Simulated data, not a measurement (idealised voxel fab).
process module | voxel capacitor over wiring
cross-section cut | 290 nm wide | cells 5 nm
A cross-section is a grid of square cells, given in bands from the top down. A band is one or more rows of cells.
Each band's line starts with the height of the band's top and of its bottom, in nm. Then come its materials from left to right, each with its width in nm. One material with "throughout" fills the band from edge to edge. "air" is empty space.
Height 0 is the level under which the wafer as received is all one material. The lowest band goes on downwards, as in "0 down".
A width such as "30 to 40" changes by the same amount from each row of cells to the next, from the band's top row to its bottom row.
"no change" after a step means that no cell of the cross-section changed.
closed voids: empty space of 8 cells or more with no open way to the top, each as width x height at its distance from the left edge, in nm
after a step's settings: what the simulator itself notes on the step
overlay nm, on a step with a mask: how far to the right of its planned place the mask lay; to the left if negative
plan
1 op RECEIVE | material Si
2 op CONFORMAL_DEP | material SiO2 | thk nm 10
3 op CONFORMAL_DEP | material SiN | thk nm 5
4 op DIRECTIONAL_DEP | material SiO2 | thk nm 25
5 op PATTERN | tone open | mask id METAL_1 | material resist | width nm 20 | pitch nm 75 | thk nm 15 | overlay nm 0
6 op DIRECTIONAL_ETCH | etch materials SiO2 | depth nm 25
7 op DIRECTIONAL_ETCH | etch materials SiN | depth nm 5
8 op STRIP | etch materials resist
9 op CONFORMAL_DEP | material TiN | thk nm 5
10 op FILL_DEP | material Cu | thk nm 5
11 op CMP | height nm 40
12 op CONFORMAL_DEP | material SiCN | thk nm 5
13 op DIRECTIONAL_DEP | material SiO2 | thk nm 15
14 op DIRECTIONAL_DEP | material aC | thk nm 15
15 op PATTERN | tone open | mask id PLUG_1 | material resist | width nm 15 | thk nm 35 | overlay nm 0
16 op DIRECTIONAL_ETCH | etch materials aC | depth nm 15
17 op STRIP | etch materials resist
18 op DIRECTIONAL_ETCH | etch materials SiO2 | depth nm 15
19 op DIRECTIONAL_ETCH | etch materials SiCN | depth nm 5
20 op STRIP | etch materials aC
21 op EPI | material Ru | thk nm 10
22 op EPI | material Ru | thk nm 10
23 op DIRECTIONAL_DEP | material TiN | thk nm 5
24 op DIRECTIONAL_DEP | material Al2O3 | thk nm 5
25 op DIRECTIONAL_DEP | material TiN | thk nm 5
26 op MASKED_ETCH | tone cover | mask id UPPER_PLATE | width nm 60 | etch materials TiN | depth nm 5 | overlay nm 0
27 op MASKED_ETCH | tone cover | mask id UPPER_PLATE | width nm 60 | etch materials Al2O3 | depth nm 5 | overlay nm 0
28 op MASKED_ETCH | tone cover | mask id LOWER_PLATE | width nm 70 | etch materials TiN | depth nm 5 | overlay nm 0
29 op FILL_DEP | material SiO2 | thk nm 15
30 op CMP | height nm 85
31 op PATTERN | tone open | mask id PLUG_2 | material resist | width nm 15 | thk nm 20 | overlay nm 0
32 op DIRECTIONAL_ETCH | etch materials SiO2 | depth nm 10
33 op STRIP | etch materials resist
34 op CONFORMAL_DEP | material TiN | thk nm 5
35 op FILL_DEP | material Ru | thk nm 5
36 op CMP | height nm 85
37 op CONFORMAL_DEP | material SiCN | thk nm 5
first wafer, as planned
as received, after step 1
  0 down: Si throughout
  closed voids: none
after step 2
  10 to 0: SiO2 throughout
  below 0: unchanged
after step 3
  15 to 10: SiN throughout
  below 10: unchanged
after step 4
  40 to 15: SiO2 throughout
  below 15: unchanged
after step 5
  55 to 40: resist 95 | air 20 | resist 55 | air 20 | resist 100
  below 40: unchanged
after step 6
  55 to 40: resist 95 | air 20 | resist 55 | air 20 | resist 100
  40 to 15: SiO2 95 | air 20 | SiO2 55 | air 20 | SiO2 100
  below 15: unchanged
after step 7
  55 to 40: resist 95 | air 20 | resist 55 | air 20 | resist 100
  40 to 15: SiO2 95 | air 20 | SiO2 55 | air 20 | SiO2 100
  15 to 10: SiN 95 | air 20 | SiN 55 | air 20 | SiN 100
  below 10: unchanged
after step 8
  40 to 15: SiO2 95 | air 20 | SiO2 55 | air 20 | SiO2 100
  below 15: unchanged
after step 9
  45 to 40: TiN 100 | air 10 | TiN 65 | air 10 | TiN 105
  40 to 15: SiO2 95 | TiN 5 | air 10 | TiN 5 | SiO2 55 | TiN 5 | air 10 | TiN 5 | SiO2 100
  15 to 10: SiN 95 | TiN 20 | SiN 55 | TiN 20 | SiN 100
  below 10: unchanged
after step 10
  50 to 45: Cu throughout
  45 to 40: TiN 100 | Cu 10 | TiN 65 | Cu 10 | TiN 105
  40 to 15: SiO2 95 | TiN 5 | Cu 10 | TiN 5 | SiO2 55 | TiN 5 | Cu 10 | TiN 5 | SiO2 100
  below 15: unchanged
after step 11
  40 to 15: SiO2 95 | TiN 5 | Cu 10 | TiN 5 | SiO2 55 | TiN 5 | Cu 10 | TiN 5 | SiO2 100
  below 15: unchanged
after step 12
  45 to 40: SiCN throughout
  below 40: unchanged
after step 13
  60 to 45: SiO2 throughout
  below 45: unchanged
after step 14
  75 to 60: aC throughout
  below 60: unchanged
after step 15
  110 to 75: resist 100 | air 15 | resist 175
  below 75: unchanged
after step 16
  95 to 75: resist 100 | air 15 | resist 175
  75 to 60: aC 100 | air 15 | aC 175
  below 60: unchanged
after step 17
  75 to 60: aC 100 | air 15 | aC 175
  below 60: unchanged
after step 18
  75 to 60: aC 100 | air 15 | aC 175
  60 to 45: SiO2 100 | air 15 | SiO2 175
  below 45: unchanged
after step 19
  75 to 60: aC 100 | air 15 | aC 175
  60 to 45: SiO2 100 | air 15 | SiO2 175
  45 to 40: SiCN 100 | air 15 | SiCN 175
  below 40: unchanged
after step 20
  60 to 45: SiO2 100 | air 15 | SiO2 175
  below 45: unchanged
after step 21
  60 to 50: SiO2 100 | air 15 | SiO2 175
  50 to 45: SiO2 100 | Ru 15 | SiO2 175
  45 to 40: SiCN 100 | Ru 15 | SiCN 175
  below 40: unchanged
after step 22
  60 to 45: SiO2 100 | Ru 15 | SiO2 175
  below 45: unchanged
after step 23
  65 to 60: TiN throughout
  below 60: unchanged
after step 24
  70 to 65: Al2O3 throughout
  below 65: unchanged
after step 25
  75 to 70: TiN throughout
  below 70: unchanged
after step 26
  75 to 70: air 100 | TiN 60 | air 130
  below 70: unchanged
after step 27
  75 to 70: air 100 | TiN 60 | air 130
  70 to 65: air 100 | Al2O3 60 | air 130
  below 65: unchanged
after step 28
  75 to 70: air 100 | TiN 60 | air 130
  70 to 65: air 100 | Al2O3 60 | air 130
  65 to 60: air 95 | TiN 70 | air 125
  below 60: unchanged
after step 29
  90 to 75: SiO2 throughout
  75 to 70: SiO2 100 | TiN 60 | SiO2 130
  70 to 65: SiO2 100 | Al2O3 60 | SiO2 130
  65 to 60: SiO2 95 | TiN 70 | SiO2 125
  below 60: unchanged
after step 30
  85 to 75: SiO2 throughout
  below 75: unchanged
after step 31
  105 to 85: resist 110 | air 15 | resist 165
  below 85: unchanged
after step 32
  105 to 85: resist 110 | air 15 | resist 165
  85 to 75: SiO2 110 | air 15 | SiO2 165
  below 75: unchanged
after step 33
  85 to 75: SiO2 110 | air 15 | SiO2 165
  below 75: unchanged
after step 34
  90 to 85: TiN 115 | air 5 | TiN 170
  85 to 80: SiO2 110 | TiN 5 | air 5 | TiN 5 | SiO2 165
  80 to 70: SiO2 110 to 100 | TiN 15 to 60 | SiO2 165 to 130
  below 70: unchanged
after step 35
  95 to 90: Ru throughout
  90 to 85: TiN 115 | Ru 5 | TiN 170
  85 to 80: SiO2 110 | TiN 5 | Ru 5 | TiN 5 | SiO2 165
  below 80: unchanged
after step 36
  85 to 80: SiO2 110 | TiN 5 | Ru 5 | TiN 5 | SiO2 165
  below 80: unchanged
after step 37
  90 to 85: SiCN throughout
  below 85: unchanged
second wafer: like start, like plan, one mistake. Through step 1 it matches the first wafer
when step 2 should have ended
  5 to 0: SiN throughout
  below 0: unchanged
when step 3 should have ended
  15 to 5: SiO2 throughout
  below 5: unchanged
when step 4 should have ended
  40 to 5: SiO2 throughout
  below 5: unchanged
when step 5 should have ended
  55 to 40: resist 95 | air 20 | resist 55 | air 20 | resist 100
  below 40: unchanged
when step 6 should have ended
  55 to 40: resist 95 | air 20 | resist 55 | air 20 | resist 100
  40 to 15: SiO2 95 | air 20 | SiO2 55 | air 20 | SiO2 100
  below 15: unchanged
when step 7 should have ended: no change
when step 8 should have ended
  40 to 15: SiO2 95 | air 20 | SiO2 55 | air 20 | SiO2 100
  below 15: unchanged
when step 9 should have ended
  45 to 40: TiN 100 | air 10 | TiN 65 | air 10 | TiN 105
  40 to 20: SiO2 95 | TiN 5 | air 10 | TiN 5 | SiO2 55 | TiN 5 | air 10 | TiN 5 | SiO2 100
  20 to 15: SiO2 95 | TiN 20 | SiO2 55 | TiN 20 | SiO2 100
  below 15: unchanged
when step 10 should have ended
  50 to 45: Cu throughout
  45 to 40: TiN 100 | Cu 10 | TiN 65 | Cu 10 | TiN 105
  40 to 20: SiO2 95 | TiN 5 | Cu 10 | TiN 5 | SiO2 55 | TiN 5 | Cu 10 | TiN 5 | SiO2 100
  below 20: unchanged
when step 11 should have ended
  40 to 20: SiO2 95 | TiN 5 | Cu 10 | TiN 5 | SiO2 55 | TiN 5 | Cu 10 | TiN 5 | SiO2 100
  below 20: unchanged
when step 12 should have ended
  45 to 40: SiCN throughout
  below 40: unchanged
when step 13 should have ended
  60 to 45: SiO2 throughout
  below 45: unchanged
when step 14 should have ended
  75 to 60: aC throughout
  below 60: unchanged
when step 15 should have ended
  110 to 75: resist 100 | air 15 | resist 175
  below 75: unchanged
when step 16 should have ended
  95 to 75: resist 100 | air 15 | resist 175
  75 to 60: aC 100 | air 15 | aC 175
  below 60: unchanged
when step 17 should have ended
  75 to 60: aC 100 | air 15 | aC 175
  below 60: unchanged
when step 18 should have ended
  75 to 60: aC 100 | air 15 | aC 175
  60 to 45: SiO2 100 | air 15 | SiO2 175
  below 45: unchanged
when step 19 should have ended
  75 to 60: aC 100 | air 15 | aC 175
  60 to 45: SiO2 100 | air 15 | SiO2 175
  45 to 40: SiCN 100 | air 15 | SiCN 175
  below 40: unchanged
when step 20 should have ended
  60 to 45: SiO2 100 | air 15 | SiO2 175
  below 45: unchanged
when step 21 should have ended
  60 to 50: SiO2 100 | air 15 | SiO2 175
  50 to 45: SiO2 100 | Ru 15 | SiO2 175
  45 to 40: SiCN 100 | Ru 15 | SiCN 175
  below 40: unchanged
when step 22 should have ended
  60 to 45: SiO2 100 | Ru 15 | SiO2 175
  below 45: unchanged
when step 23 should have ended
  65 to 60: TiN throughout
  below 60: unchanged
when step 24 should have ended
  70 to 65: Al2O3 throughout
  below 65: unchanged
when step 25 should have ended
  75 to 70: TiN throughout
  below 70: unchanged
when step 26 should have ended
  75 to 70: air 100 | TiN 60 | air 130
  below 70: unchanged
when step 27 should have ended
  75 to 70: air 100 | TiN 60 | air 130
  70 to 65: air 100 | Al2O3 60 | air 130
  below 65: unchanged
when step 28 should have ended
  75 to 70: air 100 | TiN 60 | air 130
  70 to 65: air 100 | Al2O3 60 | air 130
  65 to 60: air 95 | TiN 70 | air 125
  below 60: unchanged
when step 29 should have ended
  90 to 75: SiO2 throughout
  75 to 70: SiO2 100 | TiN 60 | SiO2 130
  70 to 65: SiO2 100 | Al2O3 60 | SiO2 130
  65 to 60: SiO2 95 | TiN 70 | SiO2 125
  below 60: unchanged
when step 30 should have ended
  85 to 75: SiO2 throughout
  below 75: unchanged
when step 31 should have ended
  105 to 85: resist 110 | air 15 | resist 165
  below 85: unchanged
when step 32 should have ended
  105 to 85: resist 110 | air 15 | resist 165
  85 to 75: SiO2 110 | air 15 | SiO2 165
  below 75: unchanged
when step 33 should have ended
  85 to 75: SiO2 110 | air 15 | SiO2 165
  below 75: unchanged
when step 34 should have ended
  90 to 85: TiN 115 | air 5 | TiN 170
  85 to 80: SiO2 110 | TiN 5 | air 5 | TiN 5 | SiO2 165
  80 to 70: SiO2 110 to 100 | TiN 15 to 60 | SiO2 165 to 130
  below 70: unchanged
when step 35 should have ended
  95 to 90: Ru throughout
  90 to 85: TiN 115 | Ru 5 | TiN 170
  85 to 80: SiO2 110 | TiN 5 | Ru 5 | TiN 5 | SiO2 165
  below 80: unchanged
when step 36 should have ended
  85 to 80: SiO2 110 | TiN 5 | Ru 5 | TiN 5 | SiO2 165
  below 80: unchanged
when step 37 should have ended
  90 to 85: SiCN throughout
  below 85: unchanged
what went wrong: steps 2 and 3 were swapped
at the end the second wafer has, in cells: 4 fewer of Cu | 8 more of SiN | 4 fewer of TiN
